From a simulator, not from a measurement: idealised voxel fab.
process module | voxel fin reveal
cross-section cut | 210 nm wide | cells 5 nm
A cross-section is a grid of square cells, given in bands from the top down. A band is one or more rows of cells.
Each band's line starts with the height of the band's top and of its bottom, in nm. Then come its materials from left to right, each with its width in nm. One material with "throughout" fills the band from edge to edge. "air" is empty space.
Height 0 is the level under which the wafer as received is all one material. The lowest band goes on downwards, as in "0 down".
A width such as "30 to 40" changes by the same amount from each row of cells to the next, from the band's top row to its bottom row.
"no change" after a step means that no cell of the cross-section changed.
closed voids: empty space of 8 cells or more with no open way to the top, each as width x height at its distance from the left edge, in nm
after a step's settings: what the simulator itself notes on the step
overlay nm, on a step with a mask: how far to the right of its planned place the mask lay; to the left if negative
Each pair below shows a cross-section before one step and the cross-section after it, down to the lowest band that changed. The line under each pair gives the step between them, with its settings. The pairs can come from different runs of this module on the same starting wafer, so a pair continues from the pair above only where its "before" says so.
before
  0 down: Si throughout
  closed voids: none
after
  10 to 0: SiN throughout
  below 0: unchanged
  closed voids: none
the step between: op CONFORMAL_DEP | material SiN | thk nm 10
before: the cross-section after the pair above
after
  25 to 10: aC throughout
  below 10: unchanged
  closed voids: none
the step between: op DIRECTIONAL_DEP | material aC | thk nm 15
before: the cross-section after the pair above
after
  60 to 25: air 55 | resist 15 | air 25 | resist 15 | air 25 | resist 15 | air 60
  below 25: unchanged
  closed voids: none
the step between: op PATTERN | tone cover | mask id FINS | material resist | width nm 15 | pitch nm 40 | thk nm 35 | overlay nm 0
before: the cross-section after the pair above
after
  45 to 25: air 55 | resist 15 | air 25 | resist 15 | air 25 | resist 15 | air 60
  25 to 10: air 55 | aC 15 | air 25 | aC 15 | air 25 | aC 15 | air 60
  below 10: unchanged
  closed voids: none
the step between: op DIRECTIONAL_ETCH | etch materials aC | depth nm 15
before: the cross-section after the pair above
after
  25 to 10: air 55 | aC 15 | air 25 | aC 15 | air 25 | aC 15 | air 60
  below 10: unchanged
  closed voids: none
the step between: op STRIP | etch materials resist
before: the cross-section after the pair above
after
  25 to 10: air 55 | aC 15 | air 25 | aC 15 | air 25 | aC 15 | air 60
  10 to 0: air 55 | SiN 15 | air 25 | SiN 15 | air 25 | SiN 15 | air 60
  below 0: unchanged
  closed voids: none
the step between: op DIRECTIONAL_ETCH | etch materials SiN | depth nm 10
before: the cross-section after the pair above
after
  25 to 10: air 55 | aC 15 | air 25 | aC 15 | air 25 | aC 15 | air 60
  10 to 0: air 55 | SiN 15 | air 25 | SiN 15 | air 25 | SiN 15 | air 60
  0 to -35: air 55 | Si 15 | air 25 | Si 15 | air 25 | Si 15 | air 60
  below -35: unchanged
  closed voids: none
the step between: op DIRECTIONAL_ETCH | etch materials Si | depth nm 35
before: the cross-section after the pair above
after
  10 to 0: air 55 | SiN 15 | air 25 | SiN 15 | air 25 | SiN 15 | air 60
  below 0: unchanged
  closed voids: none
the step between: op STRIP | etch materials aC
before: the cross-section after the pair above
after
  15 to 10: SiO2 throughout
  10 to 0: SiO2 55 | SiN 15 | SiO2 25 | SiN 15 | SiO2 25 | SiN 15 | SiO2 60
  0 to -35: SiO2 55 | Si 15 | SiO2 25 | Si 15 | SiO2 25 | Si 15 | SiO2 60
  below -35: unchanged
  closed voids: none
the step between: op FILL_DEP | material SiO2 | thk nm 5
before: the cross-section after the pair above
after
  10 to 0: SiO2 55 | SiN 15 | SiO2 25 | SiN 15 | SiO2 25 | SiN 15 | SiO2 60
  below 0: unchanged
  closed voids: none
the step between: op CMP | height nm 10
before: the cross-section after the pair above
after
  10 to 0: air 55 | SiN 15 | air 25 | SiN 15 | air 25 | SiN 15 | air 60
  0 to -20: air 55 | Si 15 | air 25 | Si 15 | air 25 | Si 15 | air 60
  below -20: unchanged
  closed voids: none
the step between: op SELECTIVE_ETCH | etch materials SiO2 | depth nm 30
before: the cross-section after the pair above
after
  0 to -20: air 55 | Si 15 | air 25 | Si 15 | air 25 | Si 15 | air 60
  below -20: unchanged
  closed voids: none
the step between: op STRIP | etch materials SiN
before: the cross-section after the pair above
after
  5 to 0: air 50 | SiO2 25 | air 15 | SiO2 25 | air 15 | SiO2 25 | air 55
  0 to -15: air 50 | SiO2 5 | Si 15 | SiO2 5 | air 15 | SiO2 5 | Si 15 | SiO2 5 | air 15 | SiO2 5 | Si 15 | SiO2 5 | air 55
  -15 to -35: SiO2 55 | Si 15 | SiO2 25 | Si 15 | SiO2 25 | Si 15 | SiO2 60
  below -35: unchanged
  closed voids: none
the step between: op CONFORMAL_DEP | material SiO2 | thk nm 5
before
  25 to 10: air 55 | aC 15 | air 25 | aC 15 | air 25 | aC 15 | air 60
  10 to 0: air 55 | SiN 15 | air 25 | SiN 15 | air 25 | SiN 15 | air 60
  0 to -35: air 55 | Si 15 | air 25 | Si 15 | air 25 | Si 15 | air 60
  -35 down: Si throughout
  closed voids: none
after
  25 to 10: air 55 | aC 15 | air 25 | aC 15 | air 25 | aC 15 | air 60
  10 to 0: air 55 | SiN 15 | air 25 | SiN 15 | air 25 | SiN 15 | air 60
  0 to -70: air 55 | Si 15 | air 25 | Si 15 | air 25 | Si 15 | air 60
  below -70: unchanged
  closed voids: none
the step between: op DIRECTIONAL_ETCH | etch materials Si | depth nm 35
before: the cross-section after the pair above
after
  10 to 0: air 55 | SiN 15 | air 25 | SiN 15 | air 25 | SiN 15 | air 60
  below 0: unchanged
  closed voids: none
the step between: op STRIP | etch materials aC
before: the cross-section after the pair above
after
  15 to 10: SiO2 throughout
  10 to 0: SiO2 55 | SiN 15 | SiO2 25 | SiN 15 | SiO2 25 | SiN 15 | SiO2 60
  0 to -70: SiO2 55 | Si 15 | SiO2 25 | Si 15 | SiO2 25 | Si 15 | SiO2 60
  below -70: unchanged
  closed voids: none
the step between: op FILL_DEP | material SiO2 | thk nm 5
before: the cross-section after the pair above
after
  10 to 0: SiO2 55 | SiN 15 | SiO2 25 | SiN 15 | SiO2 25 | SiN 15 | SiO2 60
  below 0: unchanged
  closed voids: none
the step between: op CMP | height nm 10
before: the cross-section after the pair above
after
  10 to 0: air 55 | SiN 15 | air 25 | SiN 15 | air 25 | SiN 15 | air 60
  0 to -20: air 55 | Si 15 | air 25 | Si 15 | air 25 | Si 15 | air 60
  below -20: unchanged
  closed voids: none
the step between: op SELECTIVE_ETCH | etch materials SiO2 | depth nm 30
before: the cross-section after the pair above
after
  0 to -20: air 55 | Si 15 | air 25 | Si 15 | air 25 | Si 15 | air 60
  below -20: unchanged
  closed voids: none
the step between: op STRIP | etch materials SiN
before: the cross-section after the pair above
after
  5 to 0: air 50 | SiO2 25 | air 15 | SiO2 25 | air 15 | SiO2 25 | air 55
  0 to -15: air 50 | SiO2 5 | Si 15 | SiO2 5 | air 15 | SiO2 5 | Si 15 | SiO2 5 | air 15 | SiO2 5 | Si 15 | SiO2 5 | air 55
  -15 to -70: SiO2 55 | Si 15 | SiO2 25 | Si 15 | SiO2 25 | Si 15 | SiO2 60
  below -70: unchanged
  closed voids: none
the step between: op CONFORMAL_DEP | material SiO2 | thk nm 5
before
  10 to 0: SiO2 55 | SiN 15 | SiO2 25 | SiN 15 | SiO2 25 | SiN 15 | SiO2 60
  0 to -35: SiO2 55 | Si 15 | SiO2 25 | Si 15 | SiO2 25 | Si 15 | SiO2 60
  -35 down: Si throughout
  closed voids: none
after
  10 to 0: SiO2 55 | air 15 | SiO2 25 | air 15 | SiO2 25 | air 15 | SiO2 60
  below 0: unchanged
  closed voids: none
the step between: op STRIP | etch materials SiN
before: the cross-section after the pair above
after
  0 to -20: air 55 | Si 15 | air 25 | Si 15 | air 25 | Si 15 | air 60
  -20 to -30: SiO2 25 | air 30 | Si 15 | air 25 | Si 15 | air 25 | Si 15 | air 30 | SiO2 30
  below -30: unchanged
  closed voids: none
the step between: op SELECTIVE_ETCH | etch materials SiO2 | depth nm 30
before: the cross-section after the pair above
after
  5 to 0: air 50 | SiO2 25 | air 15 | SiO2 25 | air 15 | SiO2 25 | air 55
  0 to -15: air 50 | SiO2 5 | Si 15 | SiO2 5 | air 15 | SiO2 5 | Si 15 | SiO2 5 | air 15 | SiO2 5 | Si 15 | SiO2 5 | air 55
  -15 to -25: SiO2 30 | air 20 | SiO2 5 | Si 15 | SiO2 5 | air 15 | SiO2 5 | Si 15 | SiO2 5 | air 15 | SiO2 5 | Si 15 | SiO2 5 | air 20 | SiO2 35
  -25 to -35: SiO2 55 | Si 15 | SiO2 25 | Si 15 | SiO2 25 | Si 15 | SiO2 60
  below -35: unchanged
  closed voids: none
the step between: op CONFORMAL_DEP | material SiO2 | thk nm 5
before
  25 to 10: air 55 | aC 15 | air 25 | aC 15 | air 25 | aC 15 | air 60
  10 to 0: air 55 | SiN 15 | air 25 | SiN 15 | air 25 | SiN 15 | air 60
  0 down: Si throughout
  closed voids: none
after
  25 to 10: air 55 | aC 15 | air 25 | aC 15 | air 25 | aC 15 | air 60
  10 to 0: air 55 | SiN 15 | air 25 | SiN 15 | air 25 | SiN 15 | air 60
  0 to -45: air 55 | Si 15 | air 25 | Si 15 | air 25 | Si 15 | air 60
  below -45: unchanged
  closed voids: none
the step between: op DIRECTIONAL_ETCH | etch materials Si | depth nm 45
before: the cross-section after the pair above
after
  10 to 0: air 55 | SiN 15 | air 25 | SiN 15 | air 25 | SiN 15 | air 60
  below 0: unchanged
  closed voids: none
the step between: op STRIP | etch materials aC
before: the cross-section after the pair above
after
  15 to 10: SiO2 throughout
  10 to 0: SiO2 55 | SiN 15 | SiO2 25 | SiN 15 | SiO2 25 | SiN 15 | SiO2 60
  0 to -45: SiO2 55 | Si 15 | SiO2 25 | Si 15 | SiO2 25 | Si 15 | SiO2 60
  below -45: unchanged
  closed voids: none
the step between: op FILL_DEP | material SiO2 | thk nm 5
before: the cross-section after the pair above
after
  10 to 0: SiO2 55 | SiN 15 | SiO2 25 | SiN 15 | SiO2 25 | SiN 15 | SiO2 60
  below 0: unchanged
  closed voids: none
the step between: op CMP | height nm 10
before: the cross-section after the pair above
after
  10 to 0: air 55 | SiN 15 | air 25 | SiN 15 | air 25 | SiN 15 | air 60
  0 to -20: air 55 | Si 15 | air 25 | Si 15 | air 25 | Si 15 | air 60
  below -20: unchanged
  closed voids: none
the step between: op SELECTIVE_ETCH | etch materials SiO2 | depth nm 30
before: the cross-section after the pair above
after
  0 to -20: air 55 | Si 15 | air 25 | Si 15 | air 25 | Si 15 | air 60
  below -20: unchanged
  closed voids: none
the step between: op STRIP | etch materials SiN
before: the cross-section after the pair above
after
  5 to 0: air 50 | SiO2 25 | air 15 | SiO2 25 | air 15 | SiO2 25 | air 55
  0 to -15: air 50 | SiO2 5 | Si 15 | SiO2 5 | air 15 | SiO2 5 | Si 15 | SiO2 5 | air 15 | SiO2 5 | Si 15 | SiO2 5 | air 55
  -15 to -45: SiO2 55 | Si 15 | SiO2 25 | Si 15 | SiO2 25 | Si 15 | SiO2 60
  below -45: unchanged
  closed voids: none
the step between: op CONFORMAL_DEP | material SiO2 | thk nm 5
before
  25 to 10: aC throughout
  10 to 0: SiN throughout
  0 down: Si throughout
  closed voids: none
after
  60 to 25: air 55 | resist 20 | air 20 | resist 20 | air 20 | resist 20 | air 55
  below 25: unchanged
  closed voids: none
the step between: op PATTERN | tone cover | mask id FINS | material resist | width nm 20 | pitch nm 40 | thk nm 35 | overlay nm 0
before: the cross-section after the pair above
after
  45 to 25: air 55 | resist 20 | air 20 | resist 20 | air 20 | resist 20 | air 55
  25 to 10: air 55 | aC 20 | air 20 | aC 20 | air 20 | aC 20 | air 55
  below 10: unchanged
  closed voids: none
the step between: op DIRECTIONAL_ETCH | etch materials aC | depth nm 15
before: the cross-section after the pair above
after
  25 to 10: air 55 | aC 20 | air 20 | aC 20 | air 20 | aC 20 | air 55
  below 10: unchanged
  closed voids: none
the step between: op STRIP | etch materials resist
before: the cross-section after the pair above
after
  25 to 10: air 55 | aC 20 | air 20 | aC 20 | air 20 | aC 20 | air 55
  10 to 0: air 55 | SiN 20 | air 20 | SiN 20 | air 20 | SiN 20 | air 55
  below 0: unchanged
  closed voids: none
the step between: op DIRECTIONAL_ETCH | etch materials SiN | depth nm 10
before: the cross-section after the pair above
after
  25 to 10: air 55 | aC 20 | air 20 | aC 20 | air 20 | aC 20 | air 55
  10 to 0: air 55 | SiN 20 | air 20 | SiN 20 | air 20 | SiN 20 | air 55
  0 to -35: air 55 | Si 20 | air 20 | Si 20 | air 20 | Si 20 | air 55
  below -35: unchanged
  closed voids: none
the step between: op DIRECTIONAL_ETCH | etch materials Si | depth nm 35
before: the cross-section after the pair above
after
  10 to 0: air 55 | SiN 20 | air 20 | SiN 20 | air 20 | SiN 20 | air 55
  below 0: unchanged
  closed voids: none
the step between: op STRIP | etch materials aC
before: the cross-section after the pair above
after
  15 to 10: SiO2 throughout
  10 to 0: SiO2 55 | SiN 20 | SiO2 20 | SiN 20 | SiO2 20 | SiN 20 | SiO2 55
  0 to -35: SiO2 55 | Si 20 | SiO2 20 | Si 20 | SiO2 20 | Si 20 | SiO2 55
  below -35: unchanged
  closed voids: none
the step between: op FILL_DEP | material SiO2 | thk nm 5
before: the cross-section after the pair above
after
  10 to 0: SiO2 55 | SiN 20 | SiO2 20 | SiN 20 | SiO2 20 | SiN 20 | SiO2 55
  below 0: unchanged
  closed voids: none
the step between: op CMP | height nm 10
before: the cross-section after the pair above
after
  10 to 0: air 55 | SiN 20 | air 20 | SiN 20 | air 20 | SiN 20 | air 55
  0 to -20: air 55 | Si 20 | air 20 | Si 20 | air 20 | Si 20 | air 55
  below -20: unchanged
  closed voids: none
the step between: op SELECTIVE_ETCH | etch materials SiO2 | depth nm 30
before: the cross-section after the pair above
after
  0 to -20: air 55 | Si 20 | air 20 | Si 20 | air 20 | Si 20 | air 55
  below -20: unchanged
  closed voids: none
the step between: op STRIP | etch materials SiN
before: the cross-section after the pair above
after
  5 to 0: air 50 | SiO2 30 | air 10 | SiO2 30 | air 10 | SiO2 30 | air 50
  0 to -15: air 50 | SiO2 5 | Si 20 | SiO2 5 | air 10 | SiO2 5 | Si 20 | SiO2 5 | air 10 | SiO2 5 | Si 20 | SiO2 5 | air 50
  -15 to -35: SiO2 55 | Si 20 | SiO2 20 | Si 20 | SiO2 20 | Si 20 | SiO2 55
  below -35: unchanged
  closed voids: none
the step between: op CONFORMAL_DEP | material SiO2 | thk nm 5
before
  25 to 10: aC throughout
  10 to 0: SiN throughout
  0 down: Si throughout
  closed voids: none
after
  60 to 25: air 50 | resist 15 | air 25 | resist 15 | air 25 | resist 15 | air 65
  below 25: unchanged
  closed voids: none
the step between: op PATTERN | tone cover | mask id FINS | material resist | width nm 15 | pitch nm 40 | thk nm 35 | overlay nm -5
before: the cross-section after the pair above
after
  45 to 25: air 50 | resist 15 | air 25 | resist 15 | air 25 | resist 15 | air 65
  25 to 10: air 50 | aC 15 | air 25 | aC 15 | air 25 | aC 15 | air 65
  below 10: unchanged
  closed voids: none
the step between: op DIRECTIONAL_ETCH | etch materials aC | depth nm 15
before: the cross-section after the pair above
after
  25 to 10: air 50 | aC 15 | air 25 | aC 15 | air 25 | aC 15 | air 65
  below 10: unchanged
  closed voids: none
the step between: op STRIP | etch materials resist
before: the cross-section after the pair above
after
  25 to 10: air 50 | aC 15 | air 25 | aC 15 | air 25 | aC 15 | air 65
  10 to 0: air 50 | SiN 15 | air 25 | SiN 15 | air 25 | SiN 15 | air 65
  below 0: unchanged
  closed voids: none
the step between: op DIRECTIONAL_ETCH | etch materials SiN | depth nm 10
before: the cross-section after the pair above
after
  25 to 10: air 50 | aC 15 | air 25 | aC 15 | air 25 | aC 15 | air 65
  10 to 0: air 50 | SiN 15 | air 25 | SiN 15 | air 25 | SiN 15 | air 65
  0 to -35: air 50 | Si 15 | air 25 | Si 15 | air 25 | Si 15 | air 65
  below -35: unchanged
  closed voids: none
the step between: op DIRECTIONAL_ETCH | etch materials Si | depth nm 35
before: the cross-section after the pair above
after
  10 to 0: air 50 | SiN 15 | air 25 | SiN 15 | air 25 | SiN 15 | air 65
  below 0: unchanged
  closed voids: none
the step between: op STRIP | etch materials aC
before: the cross-section after the pair above
after
  15 to 10: SiO2 throughout
  10 to 0: SiO2 50 | SiN 15 | SiO2 25 | SiN 15 | SiO2 25 | SiN 15 | SiO2 65
  0 to -35: SiO2 50 | Si 15 | SiO2 25 | Si 15 | SiO2 25 | Si 15 | SiO2 65
  below -35: unchanged
  closed voids: none
the step between: op FILL_DEP | material SiO2 | thk nm 5
before: the cross-section after the pair above
after
  10 to 0: SiO2 50 | SiN 15 | SiO2 25 | SiN 15 | SiO2 25 | SiN 15 | SiO2 65
  below 0: unchanged
  closed voids: none
the step between: op CMP | height nm 10
before: the cross-section after the pair above
after
  10 to 0: air 50 | SiN 15 | air 25 | SiN 15 | air 25 | SiN 15 | air 65
  0 to -20: air 50 | Si 15 | air 25 | Si 15 | air 25 | Si 15 | air 65
  below -20: unchanged
  closed voids: none
the step between: op SELECTIVE_ETCH | etch materials SiO2 | depth nm 30
before: the cross-section after the pair above
after
  0 to -20: air 50 | Si 15 | air 25 | Si 15 | air 25 | Si 15 | air 65
  below -20: unchanged
  closed voids: none
the step between: op STRIP | etch materials SiN
before: the cross-section after the pair above
after
  5 to 0: air 45 | SiO2 25 | air 15 | SiO2 25 | air 15 | SiO2 25 | air 60
  0 to -15: air 45 | SiO2 5 | Si 15 | SiO2 5 | air 15 | SiO2 5 | Si 15 | SiO2 5 | air 15 | SiO2 5 | Si 15 | SiO2 5 | air 60
  -15 to -35: SiO2 50 | Si 15 | SiO2 25 | Si 15 | SiO2 25 | Si 15 | SiO2 65
  below -35: unchanged
  closed voids: none
the step between: op CONFORMAL_DEP | material SiO2 | thk nm 5
before
  0 to -20: air 55 | Si 15 | air 25 | Si 15 | air 25 | Si 15 | air 60
  -20 to -35: SiO2 55 | Si 15 | SiO2 25 | Si 15 | SiO2 25 | Si 15 | SiO2 60
  -35 down: Si throughout
  closed voids: none
after
  5 to 0: air 50 | aC 25 | air 15 | aC 25 | air 15 | aC 25 | air 55
  0 to -15: air 50 | aC 5 | Si 15 | aC 5 | air 15 | aC 5 | Si 15 | aC 5 | air 15 | aC 5 | Si 15 | aC 5 | air 55
  -15 to -20: aC 55 | Si 15 | aC 25 | Si 15 | aC 25 | Si 15 | aC 60
  below -20: unchanged
  closed voids: none
the step between: op CONFORMAL_DEP | material aC | thk nm 5
before
  25 to 10: aC throughout
  10 to 0: SiN throughout
  0 down: Si throughout
  closed voids: none
after
  60 to 25: resist 55 | air 15 | resist 25 | air 15 | resist 25 | air 15 | resist 60
  below 25: unchanged
  closed voids: none
the step between: op PATTERN | tone open | mask id FINS | material resist | width nm 15 | pitch nm 40 | thk nm 35 | overlay nm 0
before: the cross-section after the pair above
after
  45 to 25: resist 55 | air 15 | resist 25 | air 15 | resist 25 | air 15 | resist 60
  25 to 10: aC 55 | air 15 | aC 25 | air 15 | aC 25 | air 15 | aC 60
  below 10: unchanged
  closed voids: none
the step between: op DIRECTIONAL_ETCH | etch materials aC | depth nm 15
before: the cross-section after the pair above
after
  25 to 10: aC 55 | air 15 | aC 25 | air 15 | aC 25 | air 15 | aC 60
  below 10: unchanged
  closed voids: none
the step between: op STRIP | etch materials resist
before: the cross-section after the pair above
after
  25 to 10: aC 55 | air 15 | aC 25 | air 15 | aC 25 | air 15 | aC 60
  10 to 0: SiN 55 | air 15 | SiN 25 | air 15 | SiN 25 | air 15 | SiN 60
  below 0: unchanged
  closed voids: none
the step between: op DIRECTIONAL_ETCH | etch materials SiN | depth nm 10
before: the cross-section after the pair above
after
  25 to 10: aC 55 | air 15 | aC 25 | air 15 | aC 25 | air 15 | aC 60
  10 to 0: SiN 55 | air 15 | SiN 25 | air 15 | SiN 25 | air 15 | SiN 60
  0 to -35: Si 55 | air 15 | Si 25 | air 15 | Si 25 | air 15 | Si 60
  below -35: unchanged
  closed voids: none
the step between: op DIRECTIONAL_ETCH | etch materials Si | depth nm 35
before: the cross-section after the pair above
after
  10 to 0: SiN 55 | air 15 | SiN 25 | air 15 | SiN 25 | air 15 | SiN 60
  below 0: unchanged
  closed voids: none
the step between: op STRIP | etch materials aC
before: the cross-section after the pair above
after
  15 to 10: SiO2 throughout
  10 to 0: SiN 55 | SiO2 15 | SiN 25 | SiO2 15 | SiN 25 | SiO2 15 | SiN 60
  0 to -35: Si 55 | SiO2 15 | Si 25 | SiO2 15 | Si 25 | SiO2 15 | Si 60
  below -35: unchanged
  closed voids: none
the step between: op FILL_DEP | material SiO2 | thk nm 5
before: the cross-section after the pair above
after
  10 to 0: SiN 55 | SiO2 15 | SiN 25 | SiO2 15 | SiN 25 | SiO2 15 | SiN 60
  below 0: unchanged
  closed voids: none
the step between: op CMP | height nm 10
before: the cross-section after the pair above
after
  10 to 0: SiN 55 | air 15 | SiN 25 | air 15 | SiN 25 | air 15 | SiN 60
  0 to -20: Si 55 | air 15 | Si 25 | air 15 | Si 25 | air 15 | Si 60
  below -20: unchanged
  closed voids: none
the step between: op SELECTIVE_ETCH | etch materials SiO2 | depth nm 30
before: the cross-section after the pair above
after
  0 to -20: Si 55 | air 15 | Si 25 | air 15 | Si 25 | air 15 | Si 60
  below -20: unchanged
  closed voids: none
the step between: op STRIP | etch materials SiN
before: the cross-section after the pair above
after
  5 to 0: SiO2 60 | air 5 | SiO2 35 | air 5 | SiO2 35 | air 5 | SiO2 65
  0 to -15: Si 55 | SiO2 5 | air 5 | SiO2 5 | Si 25 | SiO2 5 | air 5 | SiO2 5 | Si 25 | SiO2 5 | air 5 | SiO2 5 | Si 60
  -15 to -35: Si 55 | SiO2 15 | Si 25 | SiO2 15 | Si 25 | SiO2 15 | Si 60
  below -35: unchanged
  closed voids: none
the step between: op CONFORMAL_DEP | material SiO2 | thk nm 5
